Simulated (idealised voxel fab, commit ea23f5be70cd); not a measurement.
voxel transistor to metal: a process module
Square cells of 5 nm make up the cross-section cut, whose width is 175 nm.
Heads up, the way a cross-section reads in here is a grid of square cells, handed over as bands from the top down, with every band being one or more rows of cells.
What a band's entry tells you: where the top is and where the bottom is, as heights in nm, and after that what lies inside, material by material from left to right, each with its width in nm. Empty space is written as the word "empty", and a single material marked with the word "throughout" occupies the band from edge to edge.
Zero point of the height axis is 0; under it, received wafer = one material. Lowest band: continues down indefinitely, "0 down".
A width such as "30..40" changes by the same amount from each row of cells to the next, from the band's top row to its bottom row.
It should be understood that the words "nothing changed", when stated for a given step, signify that the cross-section underwent no change in any of its cells during that step.
Entry "Cavities, sealed" = empty spaces >= 8 cells with no open way to the top; each as width x height at distance, distance from left edge, all nm.
Step line, after settings: the simulator's comment on this step.
A step's line can hold "overlay nm"; with a mask on that step, the setting says how far right of the planned place the mask lay, while a negative setting says it lay to the left.
Heads up before you read on: it's before/after pairs around one process step each, after side only down to the lowest band that changed, step plus settings under the pair. Pairs can be from different runs of this module, same starting wafer, so only chain a pair onto the one above if its "Pre-step cross-section" entry says so.

Pre-step cross-section:
	0 down  Si throughout
	Cavities, sealed: none

Post-Step Section View:
	5 to 0  SiO2 throughout
	Rest of section, below 0: as before.
	Cavities, sealed: none
The two cross-sections above are separated by a single process step, namely CONFORMAL_DEP, material SiO2, thk nm 5

Pre-step cross-section: no separate figure, the pair right above already shows it after its step.

Post-Step Section View:
	15 to 5  SiN throughout
	Rest of section, below 5: as before.
	Cavities, sealed: none
The two cross-sections above are separated by a single process step, namely CONFORMAL_DEP, material SiN, thk nm 10

Pre-step cross-section: no separate figure, the pair right above already shows it after its step.

Post-Step Section View:
	30 to 15  empty (30), resist (115), empty (30)
	Rest of section, below 15: as before.
	Cavities, sealed: none
The two cross-sections above are separated by a single process step, namely PATTERN, tone cover, mask id ACTIVE, material resist, width nm 115, thk nm 15, overlay nm 0

Pre-step cross-section: no separate figure, the pair right above already shows it after its step.

Post-Step Section View:
	30 to 15  empty (30), resist (115), empty (30)
	15 to 5  empty (30), SiN (115), empty (30)
	Rest of section, below 5: as before.
	Cavities, sealed: none
The two cross-sections above are separated by a single process step, namely DIRECTIONAL_ETCH, etch materials SiN, depth nm 10

Pre-step cross-section: no separate figure, the pair right above already shows it after its step.

Post-Step Section View:
	30 to 15  empty (30), resist (115), empty (30)
	15 to 5  empty (30), SiN (115), empty (30)
	5 to 0  empty (30), SiO2 (115), empty (30)
	Rest of section, below 0: as before.
	Cavities, sealed: none
The two cross-sections above are separated by a single process step, namely DIRECTIONAL_ETCH, etch materials SiO2, depth nm 5

Pre-step cross-section: no separate figure, the pair right above already shows it after its step.

Post-Step Section View:
	30 to 15  empty (30), resist (115), empty (30)
	15 to 5  empty (30), SiN (115), empty (30)
	5 to 0  empty (30), SiO2 (115), empty (30)
	0 to -30  empty (30), Si (115), empty (30)
	Rest of section, below -30: as before.
	Cavities, sealed: none
The two cross-sections above are separated by a single process step, namely DIRECTIONAL_ETCH, etch materials Si, depth nm 30

Pre-step cross-section: no separate figure, the pair right above already shows it after its step.

Post-Step Section View:
	15 to 5  empty (30), SiN (115), empty (30)
	Rest of section, below 5: as before.
	Cavities, sealed: none
The two cross-sections above are separated by a single process step, namely STRIP, etch materials resist

Pre-step cross-section: no separate figure, the pair right above already shows it after its step.

Post-Step Section View:
	25 to 15  SiO2 throughout
	15 to 5  SiO2 (30), SiN (115), SiO2 (30)
	5 to 0  SiO2 throughout
	0 to -30  SiO2 (30), Si (115), SiO2 (30)
	Rest of section, below -30: as before.
	Cavities, sealed: none
The two cross-sections above are separated by a single process step, namely FILL_DEP, material SiO2, thk nm 10

Pre-step cross-section: no separate figure, the pair right above already shows it after its step.

Post-Step Section View:
	15 to 5  SiO2 (30), SiN (115), SiO2 (30)
	Rest of section, below 5: as before.
	Cavities, sealed: none
The two cross-sections above are separated by a single process step, namely CMP, height nm 15

Pre-step cross-section: no separate figure, the pair right above already shows it after its step.

Post-Step Section View:
	15 to 10  empty (30), SiN (115), empty (30)
	Rest of section, below 10: as before.
	Cavities, sealed: none
The two cross-sections above are separated by a single process step, namely SELECTIVE_ETCH, etch materials SiO2, depth nm 5

Pre-step cross-section: no separate figure, the pair right above already shows it after its step.

Post-Step Section View:
	10 to 5  SiO2 (30), empty (115), SiO2 (30)
	Rest of section, below 5: as before.
	Cavities, sealed: none
The two cross-sections above are separated by a single process step, namely STRIP, etch materials SiN

Pre-step cross-section: no separate figure, the pair right above already shows it after its step.

Post-Step Section View:
	5 to 0  SiO2 (25), empty (125), SiO2 (25)
	Rest of section, below 0: as before.
	Cavities, sealed: none
The two cross-sections above are separated by a single process step, namely SELECTIVE_ETCH, etch materials SiO2, depth nm 5

Pre-step cross-section: no separate figure, the pair right above already shows it after its step.

Post-Step Section View:
	5 to 0  SiO2 (25), empty (125), SiO2 (25)
	0 to -5  SiO2 throughout
	Rest of section, below -5: as before.
	Cavities, sealed: none
The two cross-sections above are separated by a single process step, namely OXIDIZE, depth nm 5

Pre-step cross-section: no separate figure, the pair right above already shows it after its step.

Post-Step Section View:
	30 to 25  polySi (25), empty (125), polySi (25)
	25 to 5  polySi throughout
	5 to 0  SiO2 (25), polySi (125), SiO2 (25)
	Rest of section, below 0: as before.
	Cavities, sealed: none
The two cross-sections above are separated by a single process step, namely DIRECTIONAL_DEP, material polySi, thk nm 25

Pre-step cross-section: no separate figure, the pair right above already shows it after its step.

Post-Step Section View:
	40 to 35  SiCN (25), empty (125), SiCN (25)
	35 to 30  SiCN throughout
	30 to 25  polySi (25), SiCN (125), polySi (25)
	Rest of section, below 25: as before.
	Cavities, sealed: none
The two cross-sections above are separated by a single process step, namely DIRECTIONAL_DEP, material SiCN, thk nm 10

Pre-step cross-section: no separate figure, the pair right above already shows it after its step.

Post-Step Section View:
	55 to 50  aC (25), empty (125), aC (25)
	50 to 40  aC throughout
	40 to 35  SiCN (25), aC (125), SiCN (25)
	Rest of section, below 35: as before.
	Cavities, sealed: none
The two cross-sections above are separated by a single process step, namely DIRECTIONAL_DEP, material aC, thk nm 15

Pre-step cross-section: no separate figure, the pair right above already shows it after its step.

Post-Step Section View:
	85 to 55  empty (75), resist (25), empty (75)
	55 to 50  aC (25), empty (50), resist (25), empty (50), aC (25)
	Rest of section, below 50: as before.
	Cavities, sealed: none
The two cross-sections above are separated by a single process step, namely PATTERN, tone cover, mask id GATE, material resist, width nm 25, thk nm 30, overlay nm 0

Pre-step cross-section: no separate figure, the pair right above already shows it after its step.

Post-Step Section View:
	70 to 50  empty (75), resist (25), empty (75)
	50 to 40  empty (75), aC (25), empty (75)
	40 to 35  SiCN (25), empty (50), aC (25), empty (50), SiCN (25)
	Rest of section, below 35: as before.
	Cavities, sealed: none
The two cross-sections above are separated by a single process step, namely DIRECTIONAL_ETCH, etch materials aC, depth nm 15

Pre-step cross-section: no separate figure, the pair right above already shows it after its step.

Post-Step Section View:
	50 to 40  empty (75), aC (25), empty (75)
	Rest of section, below 40: as before.
	Cavities, sealed: none
The two cross-sections above are separated by a single process step, namely STRIP, etch materials resist

Pre-step cross-section: no separate figure, the pair right above already shows it after its step.

Post-Step Section View:
	50 to 35  empty (75), aC (25), empty (75)
	35 to 30  empty (75), SiCN (25), empty (75)
	30 to 25  polySi (25), empty (50), SiCN (25), empty (50), polySi (25)
	Rest of section, below 25: as before.
	Cavities, sealed: none
The two cross-sections above are separated by a single process step, namely DIRECTIONAL_ETCH, etch materials SiCN, depth nm 20

Pre-step cross-section: no separate figure, the pair right above already shows it after its step.

Post-Step Section View:
	50 to 35  empty (75), aC (25), empty (75)
	35 to 25  empty (75), SiCN (25), empty (75)
	25 to 5  empty (75), polySi (25), empty (75)
	5 to 0  SiO2 (25), empty (50), polySi (25), empty (50), SiO2 (25)
	Rest of section, below 0: as before.
	Cavities, sealed: none
The two cross-sections above are separated by a single process step, namely DIRECTIONAL_ETCH, etch materials polySi, depth nm 35

Pre-step cross-section: no separate figure, the pair right above already shows it after its step.

Post-Step Section View:
	35 to 25  empty (75), SiCN (25), empty (75)
	Rest of section, below 25: as before.
	Cavities, sealed: none
The two cross-sections above are separated by a single process step, namely STRIP, etch materials aC

Pre-step cross-section: no separate figure, the pair right above already shows it after its step.

Post-Step Section View:
	40 to 35  empty (70), SiO2 (35), empty (70)
	35 to 25  empty (70), SiO2 (5), SiCN (25), SiO2 (5), empty (70)
	25 to 10  empty (70), SiO2 (5), polySi (25), SiO2 (5), empty (70)
	10 to 5  SiO2 (30), empty (40), SiO2 (5), polySi (25), SiO2 (5), empty (40), SiO2 (30)
	5 to 0  SiO2 (75), polySi (25), SiO2 (75)
	Rest of section, below 0: as before.
	Cavities, sealed: none
The two cross-sections above are separated by a single process step, namely CONFORMAL_DEP, material SiO2, thk nm 5

Pre-step cross-section: no separate figure, the pair right above already shows it after its step.

Post-Step Section View:
	35 to 25  empty (70), SiO2 (5), SiCN (25), SiO2 (5), empty (70)
	25 to 5  empty (70), SiO2 (5), polySi (25), SiO2 (5), empty (70)
	5 to 0  SiO2 (30), empty (40), SiO2 (5), polySi (25), SiO2 (5), empty (40), SiO2 (30)
	Rest of section, below 0: as before.
	Cavities, sealed: none
The two cross-sections above are separated by a single process step, namely DIRECTIONAL_ETCH, etch materials SiO2, depth nm 5

Pre-step cross-section: no separate figure, the pair right above already shows it after its step.

Post-Step Section View:
	45 to 35  empty (60), SiN (55), empty (60)
	35 to 25  empty (60), SiN (10), SiO2 (5), SiCN (25), SiO2 (5), SiN (10), empty (60)
	25 to 15  empty (60), SiN (10), SiO2 (5), polySi (25), SiO2 (5), SiN (10), empty (60)
	15 to 10  SiN (40), empty (20), SiN (10), SiO2 (5), polySi (25), SiO2 (5), SiN (10), empty (20), SiN (40)
	10 to 5  SiN (70), SiO2 (5), polySi (25), SiO2 (5), SiN (70)
	5 to 0  SiO2 (30), SiN (40), SiO2 (5), polySi (25), SiO2 (5), SiN (40), SiO2 (30)
	Rest of section, below 0: as before.
	Cavities, sealed: none
The two cross-sections above are separated by a single process step, namely CONFORMAL_DEP, material SiN, thk nm 10

Pre-step cross-section: no separate figure, the pair right above already shows it after its step.

Post-Step Section View:
	35 to 25  empty (60), SiN (10), SiO2 (5), SiCN (25), SiO2 (5), SiN (10), empty (60)
	25 to 5  empty (60), SiN (10), SiO2 (5), polySi (25), SiO2 (5), SiN (10), empty (60)
	5 to 0  SiO2 (30), SiN (10), empty (20), SiN (10), SiO2 (5), polySi (25), SiO2 (5), SiN (10), empty (20), SiN (10), SiO2 (30)
	Rest of section, below 0: as before.
	Cavities, sealed: none
The two cross-sections above are separated by a single process step, namely DIRECTIONAL_ETCH, etch materials SiN, depth nm 10

Pre-step cross-section: no separate figure, the pair right above already shows it after its step.

Post-Step Section View:
	35 to 30  empty (60), SiN (10), empty (5), SiCN (25), empty (5), SiN (10), empty (60)
	30 to 25  empty (60), SiN (10), SiO2 (5), SiCN (25), SiO2 (5), SiN (10), empty (60)
	25 to 5  empty (60), SiN (10), SiO2 (5), polySi (25), SiO2 (5), SiN (10), empty (60)
	5 to 0  empty (30), SiN (10), empty (20), SiN (10), SiO2 (5), polySi (25), SiO2 (5), SiN (10), empty (20), SiN (10), empty (30)
	0 to -5  SiO2 (40), empty (20), SiO2 (55), empty (20), SiO2 (40)
	Rest of section, below -5: as before.
	Cavities, sealed: none
The two cross-sections above are separated by a single process step, namely DIRECTIONAL_ETCH, etch materials SiO2, depth nm 5

Pre-step cross-section: no separate figure, the pair right above already shows it after its step.

Post-Step Section View:
	35 to 30  empty (60), SiN (10), empty (5), SiCN (25), empty (5), SiN (10), empty (60)
	30 to 25  empty (60), SiN (10), SiO2 (5), SiCN (25), SiO2 (5), SiN (10), empty (60)
	25 to 5  empty (60), SiN (10), SiO2 (5), polySi (25), SiO2 (5), SiN (10), empty (60)
	5 to 0  empty (30), SiN (10), empty (20), SiN (10), SiO2 (5), polySi (25), SiO2 (5), SiN (10), empty (20), SiN (10), empty (30)
	0 to -5  SiO2 (40), SiGe (20), SiO2 (55), SiGe (20), SiO2 (40)
	Rest of section, below -5: as before.
	Cavities, sealed: none
The two cross-sections above are separated by a single process step, namely EPI, material SiGe, thk nm 5

Pre-step cross-section: no separate figure, the pair right above already shows it after its step.

Post-Step Section View:
	40 to 35  SiO2 throughout
	35 to 25  SiO2 (60), SiN (10), SiO2 (5), SiCN (25), SiO2 (5), SiN (10), SiO2 (60)
	25 to 5  SiO2 (60), SiN (10), SiO2 (5), polySi (25), SiO2 (5), SiN (10), SiO2 (60)
	5 to 0  SiO2 (30), SiN (10), SiO2 (20), SiN (10), SiO2 (5), polySi (25), SiO2 (5), SiN (10), SiO2 (20), SiN (10), SiO2 (30)
	Rest of section, below 0: as before.
	Cavities, sealed: none
The two cross-sections above are separated by a single process step, namely FILL_DEP, material SiO2, thk nm 5

Pre-step cross-section: no separate figure, the pair right above already shows it after its step.

Post-Step Section View:
	25 to 5  SiO2 (60), SiN (10), SiO2 (5), polySi (25), SiO2 (5), SiN (10), SiO2 (60)
	Rest of section, below 5: as before.
	Cavities, sealed: none
The two cross-sections above are separated by a single process step, namely CMP, height nm 25

Pre-step cross-section: no separate figure, the pair right above already shows it after its step.

Post-Step Section View:
	25 to 5  SiO2 (60), SiN (10), SiO2 (5), empty (25), SiO2 (5), SiN (10), SiO2 (60)
	5 to 0  SiO2 (30), SiN (10), SiO2 (20), SiN (10), SiO2 (5), empty (25), SiO2 (5), SiN (10), SiO2 (20), SiN (10), SiO2 (30)
	Rest of section, below 0: as before.
	Cavities, sealed: none
The two cross-sections above are separated by a single process step, namely STRIP, etch materials polySi

Pre-step cross-section: no separate figure, the pair right above already shows it after its step.

Post-Step Section View:
	25 to 20  empty (60), SiN (10), empty (35), SiN (10), empty (60)
	20 to 5  SiO2 (60), SiN (10), empty (35), SiN (10), SiO2 (60)
	5 to 0  SiO2 (30), SiN (10), SiO2 (20), SiN (10), empty (35), SiN (10), SiO2 (20), SiN (10), SiO2 (30)
	0 to -5  SiO2 (40), SiGe (20), SiO2 (10), empty (35), SiO2 (10), SiGe (20), SiO2 (40)
	Rest of section, below -5: as before.
	Cavities, sealed: none
The two cross-sections above are separated by a single process step, namely SELECTIVE_ETCH, etch materials SiO2, depth nm 5

Pre-step cross-section: no separate figure, the pair right above already shows it after its step.

Post-Step Section View:
	30 to 25  empty (55), HfO2 (20), empty (25), HfO2 (20), empty (55)
	25 to 20  HfO2 (60), SiN (10), HfO2 (5), empty (25), HfO2 (5), SiN (10), HfO2 (60)
	20 to 5  SiO2 (60), SiN (10), HfO2 (5), empty (25), HfO2 (5), SiN (10), SiO2 (60)
	5 to 0  SiO2 (30), SiN (10), SiO2 (20), SiN (10), HfO2 (5), empty (25), HfO2 (5), SiN (10), SiO2 (20), SiN (10), SiO2 (30)
	0 to -5  SiO2 (40), SiGe (20), SiO2 (10), HfO2 (35), SiO2 (10), SiGe (20), SiO2 (40)
	Rest of section, below -5: as before.
	Cavities, sealed: none
The two cross-sections above are separated by a single process step, namely CONFORMAL_DEP, material HfO2, thk nm 5

Pre-step cross-section: no separate figure, the pair right above already shows it after its step.

Post-Step Section View:
	35 to 30  empty (50), TiN (30), empty (15), TiN (30), empty (50)
	30 to 25  TiN (55), HfO2 (20), TiN (5), empty (15), TiN (5), HfO2 (20), TiN (55)
	25 to 20  HfO2 (60), SiN (10), HfO2 (5), TiN (5), empty (15), TiN (5), HfO2 (5), SiN (10), HfO2 (60)
	20 to 5  SiO2 (60), SiN (10), HfO2 (5), TiN (5), empty (15), TiN (5), HfO2 (5), SiN (10), SiO2 (60)
	5 to 0  SiO2 (30), SiN (10), SiO2 (20), SiN (10), HfO2 (5), TiN (25), HfO2 (5), SiN (10), SiO2 (20), SiN (10), SiO2 (30)
	Rest of section, below 0: as before.
	Cavities, sealed: none
The two cross-sections above are separated by a single process step, namely CONFORMAL_DEP, material TiN, thk nm 5

Pre-step cross-section: no separate figure, the pair right above already shows it after its step.

Post-Step Section View:
	40 to 35  W throughout
	35 to 30  W (50), TiN (30), W (15), TiN (30), W (50)
	30 to 25  TiN (55), HfO2 (20), TiN (5), W (15), TiN (5), HfO2 (20), TiN (55)
	25 to 20  HfO2 (60), SiN (10), HfO2 (5), TiN (5), W (15), TiN (5), HfO2 (5), SiN (10), HfO2 (60)
	20 to 5  SiO2 (60), SiN (10), HfO2 (5), TiN (5), W (15), TiN (5), HfO2 (5), SiN (10), SiO2 (60)
	Rest of section, below 5: as before.
	Cavities, sealed: none
The two cross-sections above are separated by a single process step, namely FILL_DEP, material W, thk nm 5

Pre-step cross-section: no separate figure, the pair right above already shows it after its step.

Post-Step Section View:
	20 to 5  SiO2 (60), SiN (10), HfO2 (5), TiN (5), W (15), TiN (5), HfO2 (5), SiN (10), SiO2 (60)
	Rest of section, below 5: as before.
	Cavities, sealed: none
The two cross-sections above are separated by a single process step, namely CMP, height nm 20

Pre-step cross-section: no separate figure, the pair right above already shows it after its step.

Post-Step Section View:
	35 to 20  SiO2 throughout
	Rest of section, below 20: as before.
	Cavities, sealed: none
The two cross-sections above are separated by a single process step, namely DIRECTIONAL_DEP, material SiO2, thk nm 15

Pre-step cross-section: no separate figure, the pair right above already shows it after its step.

Post-Step Section View:
	45 to 35  aC throughout
	Rest of section, below 35: as before.
	Cavities, sealed: none
The two cross-sections above are separated by a single process step, namely DIRECTIONAL_DEP, material aC, thk nm 10

Pre-step cross-section: no separate figure, the pair right above already shows it after its step.

Post-Step Section View:
	70 to 45  resist (40), empty (15), resist (65), empty (15), resist (40)
	Rest of section, below 45: as before.
	Cavities, sealed: none
The two cross-sections above are separated by a single process step, namely PATTERN, tone open, mask id CONTACT, material resist, width nm 15, pitch nm 80, thk nm 25, overlay nm 0

Pre-step cross-section: no separate figure, the pair right above already shows it after its step.

Post-Step Section View:
	60 to 45  resist (40), empty (15), resist (65), empty (15), resist (40)
	45 to 35  aC (40), empty (15), aC (65), empty (15), aC (40)
	Rest of section, below 35: as before.
	Cavities, sealed: none
The two cross-sections above are separated by a single process step, namely DIRECTIONAL_ETCH, etch materials aC, depth nm 10

Pre-step cross-section: no separate figure, the pair right above already shows it after its step.

Post-Step Section View:
	45 to 35  aC (40), empty (15), aC (65), empty (15), aC (40)
	Rest of section, below 35: as before.
	Cavities, sealed: none
The two cross-sections above are separated by a single process step, namely STRIP, etch materials resist

Pre-step cross-section: no separate figure, the pair right above already shows it after its step.

Post-Step Section View:
	45 to 35  aC (40), empty (15), aC (65), empty (15), aC (40)
	35 to 20  SiO2 (40), empty (15), SiO2 (65), empty (15), SiO2 (40)
	20 to 5  SiO2 (40), empty (15), SiO2 (5), SiN (10), HfO2 (5), TiN (5), W (15), TiN (5), HfO2 (5), SiN (10), SiO2 (5), empty (15), SiO2 (40)
	5 to 0  SiO2 (30), SiN (10), empty (15), SiO2 (5), SiN (10), HfO2 (5), TiN (25), HfO2 (5), SiN (10), SiO2 (5), empty (15), SiN (10), SiO2 (30)
	Rest of section, below 0: as before.
	Cavities, sealed: none
The two cross-sections above are separated by a single process step, namely DIRECTIONAL_ETCH, etch materials SiO2, depth nm 35

Pre-step cross-section: no separate figure, the pair right above already shows it after its step.

Post-Step Section View:
	35 to 20  SiO2 (40), empty (15), SiO2 (65), empty (15), SiO2 (40)
	Rest of section, below 20: as before.
	Cavities, sealed: none
The two cross-sections above are separated by a single process step, namely STRIP, etch materials aC

Pre-step cross-section: no separate figure, the pair right above already shows it after its step.

Post-Step Section View:
	40 to 35  TiN (45), empty (5), TiN (75), empty (5), TiN (45)
	35 to 20  SiO2 (40), TiN (5), empty (5), TiN (5), SiO2 (65), TiN (5), empty (5), TiN (5), SiO2 (40)
	20 to 5  SiO2 (40), TiN (5), empty (5), TiN (5), SiO2 (5), SiN (10), HfO2 (5), TiN (5), W (15), TiN (5), HfO2 (5), SiN (10), SiO2 (5), TiN (5), empty (5), TiN (5), SiO2 (40)
	5 to 0  SiO2 (30), SiN (10), TiN (15), SiO2 (5), SiN (10), HfO2 (5), TiN (25), HfO2 (5), SiN (10), SiO2 (5), TiN (15), SiN (10), SiO2 (30)
	Rest of section, below 0: as before.
	Cavities, sealed: none
The two cross-sections above are separated by a single process step, namely CONFORMAL_DEP, material TiN, thk nm 5

Pre-step cross-section: no separate figure, the pair right above already shows it after its step.

Post-Step Section View:
	45 to 40  Ru throughout
	40 to 35  TiN (45), Ru (5), TiN (75), Ru (5), TiN (45)
	35 to 20  SiO2 (40), TiN (5), Ru (5), TiN (5), SiO2 (65), TiN (5), Ru (5), TiN (5), SiO2 (40)
	20 to 5  SiO2 (40), TiN (5), Ru (5), TiN (5), SiO2 (5), SiN (10), HfO2 (5), TiN (5), W (15), TiN (5), HfO2 (5), SiN (10), SiO2 (5), TiN (5), Ru (5), TiN (5), SiO2 (40)
	Rest of section, below 5: as before.
	Cavities, sealed: none
The two cross-sections above are separated by a single process step, namely FILL_DEP, material Ru, thk nm 5

Pre-step cross-section: no separate figure, the pair right above already shows it after its step.

Post-Step Section View:
	35 to 20  SiO2 (40), TiN (5), Ru (5), TiN (5), SiO2 (65), TiN (5), Ru (5), TiN (5), SiO2 (40)
	Rest of section, below 20: as before.
	Cavities, sealed: none
The two cross-sections above are separated by a single process step, namely CMP, height nm 35

Pre-step cross-section: no separate figure, the pair right above already shows it after its step.

Post-Step Section View:
	40 to 35  SiN throughout
	Rest of section, below 35: as before.
	Cavities, sealed: none
The two cross-sections above are separated by a single process step, namely CONFORMAL_DEP, material SiN, thk nm 5

Pre-step cross-section: no separate figure, the pair right above already shows it after its step.

Post-Step Section View:
	55 to 40  SiO2 throughout
	Rest of section, below 40: as before.
	Cavities, sealed: none
The two cross-sections above are separated by a single process step, namely DIRECTIONAL_DEP, material SiO2, thk nm 15

Pre-step cross-section: no separate figure, the pair right above already shows it after its step.

Post-Step Section View:
	55 to 40  SiO2 (40), empty (15), SiO2 (65), empty (15), SiO2 (40)
	Rest of section, below 40: as before.
	Cavities, sealed: none
The two cross-sections above are separated by a single process step, namely MASKED_ETCH, tone open, mask id METAL_1, width nm 15, pitch nm 80, etch materials SiO2, depth nm 15, overlay nm 0

Pre-step cross-section: no separate figure, the pair right above already shows it after its step.

Post-Step Section View:
	55 to 40  SiO2 (40), empty (15), SiO2 (65), empty (15), SiO2 (40)
	40 to 35  SiN (40), empty (15), SiN (65), empty (15), SiN (40)
	Rest of section, below 35: as before.
	Cavities, sealed: none
The two cross-sections above are separated by a single process step, namely MASKED_ETCH, tone open, mask id METAL_1, width nm 15, pitch nm 80, etch materials SiN, depth nm 5, overlay nm 0

Pre-step cross-section: no separate figure, the pair right above already shows it after its step.

Post-Step Section View:
	60 to 55  TiN (45), empty (5), TiN (75), empty (5), TiN (45)
	55 to 40  SiO2 (40), TiN (5), empty (5), TiN (5), SiO2 (65), TiN (5), empty (5), TiN (5), SiO2 (40)
	40 to 35  SiN (40), TiN (15), SiN (65), TiN (15), SiN (40)
	Rest of section, below 35: as before.
	Cavities, sealed: none
The two cross-sections above are separated by a single process step, namely CONFORMAL_DEP, material TiN, thk nm 5

Pre-step cross-section: no separate figure, the pair right above already shows it after its step.

Post-Step Section View:
	70 to 60  Cu throughout
	60 to 55  TiN (45), Cu (5), TiN (75), Cu (5), TiN (45)
	55 to 40  SiO2 (40), TiN (5), Cu (5), TiN (5), SiO2 (65), TiN (5), Cu (5), TiN (5), SiO2 (40)
	Rest of section, below 40: as before.
	Cavities, sealed: none
The two cross-sections above are separated by a single process step, namely FILL_DEP, material Cu, thk nm 10

Pre-step cross-section: no separate figure, the pair right above already shows it after its step.

Post-Step Section View:
	55 to 40  SiO2 (40), TiN (5), Cu (5), TiN (5), SiO2 (65), TiN (5), Cu (5), TiN (5), SiO2 (40)
	Rest of section, below 40: as before.
	Cavities, sealed: none
The two cross-sections above are separated by a single process step, namely CMP, height nm 55

Pre-step cross-section: no separate figure, the pair right above already shows it after its step.

Post-Step Section View:
	60 to 55  empty (35), Ru (25), empty (55), Ru (25), empty (35)
	Rest of section, below 55: as before.
	Cavities, sealed: none
The two cross-sections above are separated by a single process step, namely EPI, material Ru, thk nm 5

Pre-step cross-section: no separate figure, the pair right above already shows it after its step.

Post-Step Section View:
	65 to 60  SiCN throughout
	60 to 55  SiCN (35), Ru (25), SiCN (55), Ru (25), SiCN (35)
	Rest of section, below 55: as before.
	Cavities, sealed: none
The two cross-sections above are separated by a single process step, namely FILL_DEP, material SiCN, thk nm 5

Pre-step cross-section: no separate figure, the pair right above already shows it after its step.

Post-Step Section View:
	95 to 65  SiO2 throughout
	Rest of section, below 65: as before.
	Cavities, sealed: none
The two cross-sections above are separated by a single process step, namely DIRECTIONAL_DEP, material SiO2, thk nm 30

Pre-step cross-section: no separate figure, the pair right above already shows it after its step.

Post-Step Section View:
	95 to 75  SiO2 (40), empty (15), SiO2 (65), empty (15), SiO2 (40)
	Rest of section, below 75: as before.
	Cavities, sealed: none
The two cross-sections above are separated by a single process step, namely MASKED_ETCH, tone open, mask id METAL_2, width nm 15, pitch nm 80, etch materials SiO2, depth nm 20, overlay nm 0

Pre-step cross-section: no separate figure, the pair right above already shows it after its step.

Post-Step Section View:
	115 to 95  resist (40), empty (15), resist (65), empty (15), resist (40)
	Rest of section, below 95: as before.
	Cavities, sealed: none
The two cross-sections above are separated by a single process step, namely PATTERN, tone open, mask id METAL_2_HOLES, material resist, width nm 15, pitch nm 80, thk nm 20, overlay nm 0

Pre-step cross-section: no separate figure, the pair right above already shows it after its step.

Post-Step Section View:
	115 to 95  resist (40), empty (15), resist (65), empty (15), resist (40)
	95 to 65  SiO2 (40), empty (15), SiO2 (65), empty (15), SiO2 (40)
	Rest of section, below 65: as before.
	Cavities, sealed: none
The two cross-sections above are separated by a single process step, namely DIRECTIONAL_ETCH, etch materials SiO2, depth nm 10

Pre-step cross-section: no separate figure, the pair right above already shows it after its step.

Post-Step Section View:
	115 to 95  resist (40), empty (15), resist (65), empty (15), resist (40)
	95 to 65  SiO2 (40), empty (15), SiO2 (65), empty (15), SiO2 (40)
	65 to 60  SiCN (40), empty (15), SiCN (65), empty (15), SiCN (40)
	Rest of section, below 60: as before.
	Cavities, sealed: none
The two cross-sections above are separated by a single process step, namely DIRECTIONAL_ETCH, etch materials SiCN, depth nm 5

Pre-step cross-section: no separate figure, the pair right above already shows it after its step.

Post-Step Section View:
	95 to 65  SiO2 (40), empty (15), SiO2 (65), empty (15), SiO2 (40)
	Rest of section, below 65: as before.
	Cavities, sealed: none
The two cross-sections above are separated by a single process step, namely STRIP, etch materials resist

Pre-step cross-section: no separate figure, the pair right above already shows it after its step.

Post-Step Section View:
	100 to 95  TiN (45), empty (5), TiN (75), empty (5), TiN (45)
	95 to 65  SiO2 (40), TiN (5), empty (5), TiN (5), SiO2 (65), TiN (5), empty (5), TiN (5), SiO2 (40)
	65 to 60  SiCN (40), TiN (15), SiCN (65), TiN (15), SiCN (40)
	Rest of section, below 60: as before.
	Cavities, sealed: none
The two cross-sections above are separated by a single process step, namely CONFORMAL_DEP, material TiN, thk nm 5

Pre-step cross-section: no separate figure, the pair right above already shows it after its step.

Post-Step Section View:
	110 to 100  Cu throughout
	100 to 95  TiN (45), Cu (5), TiN (75), Cu (5), TiN (45)
	95 to 65  SiO2 (40), TiN (5), Cu (5), TiN (5), SiO2 (65), TiN (5), Cu (5), TiN (5), SiO2 (40)
	Rest of section, below 65: as before.
	Cavities, sealed: none
The two cross-sections above are separated by a single process step, namely FILL_DEP, material Cu, thk nm 10

Pre-step cross-section: no separate figure, the pair right above already shows it after its step.

Post-Step Section View:
	95 to 65  SiO2 (40), TiN (5), Cu (5), TiN (5), SiO2 (65), TiN (5), Cu (5), TiN (5), SiO2 (40)
	Rest of section, below 65: as before.
	Cavities, sealed: none
The two cross-sections above are separated by a single process step, namely CMP, height nm 95

Pre-step cross-section: no separate figure, the pair right above already shows it after its step.

Post-Step Section View:
	100 to 95  SiCN throughout
	Rest of section, below 95: as before.
	Cavities, sealed: none
The two cross-sections above are separated by a single process step, namely CONFORMAL_DEP, material SiCN, thk nm 5

Pre-step cross-section:
	0 down  Si throughout
	Cavities, sealed: none

Post-Step Section View:
	10 to 0  SiN throughout
	Rest of section, below 0: as before.
	Cavities, sealed: none
The two cross-sections above are separated by a single process step, namely CONFORMAL_DEP, material SiN, thk nm 10

Pre-step cross-section: no separate figure, the pair right above already shows it after its step.

Post-Step Section View:
	25 to 10  empty (30), resist (115), empty (30)
	Rest of section, below 10: as before.
	Cavities, sealed: none
The two cross-sections above are separated by a single process step, namely PATTERN, tone cover, mask id ACTIVE, material resist, width nm 115, thk nm 15, overlay nm 0

Pre-step cross-section: no separate figure, the pair right above already shows it after its step.

Post-Step Section View:
	25 to 10  empty (30), resist (115), empty (30)
	10 to 0  empty (30), SiN (115), empty (30)
	Rest of section, below 0: as before.
	Cavities, sealed: none
The two cross-sections above are separated by a single process step, namely DIRECTIONAL_ETCH, etch materials SiN, depth nm 10

Pre-step cross-section: no separate figure, the pair right above already shows it after its step.

Post-Step Section View:
	25 to 10  empty (30), resist (115), empty (30)
	10 to 0  empty (30), SiN (115), empty (30)
	0 to -30  empty (30), Si (115), empty (30)
	Rest of section, below -30: as before.
	Cavities, sealed: none
The two cross-sections above are separated by a single process step, namely DIRECTIONAL_ETCH, etch materials Si, depth nm 30

Pre-step cross-section: no separate figure, the pair right above already shows it after its step.

Post-Step Section View:
	10 to 0  empty (30), SiN (115), empty (30)
	Rest of section, below 0: as before.
	Cavities, sealed: none
The two cross-sections above are separated by a single process step, namely STRIP, etch materials resist

Pre-step cross-section: no separate figure, the pair right above already shows it after its step.

Post-Step Section View:
	20 to 10  SiO2 throughout
	10 to 0  SiO2 (30), SiN (115), SiO2 (30)
	0 to -30  SiO2 (30), Si (115), SiO2 (30)
	Rest of section, below -30: as before.
	Cavities, sealed: none
The two cross-sections above are separated by a single process step, namely FILL_DEP, material SiO2, thk nm 10

Pre-step cross-section: no separate figure, the pair right above already shows it after its step.

Post-Step Section View:
	15 to 10  SiO2 throughout
	Rest of section, below 10: as before.
	Cavities, sealed: none
The two cross-sections above are separated by a single process step, namely CMP, height nm 15
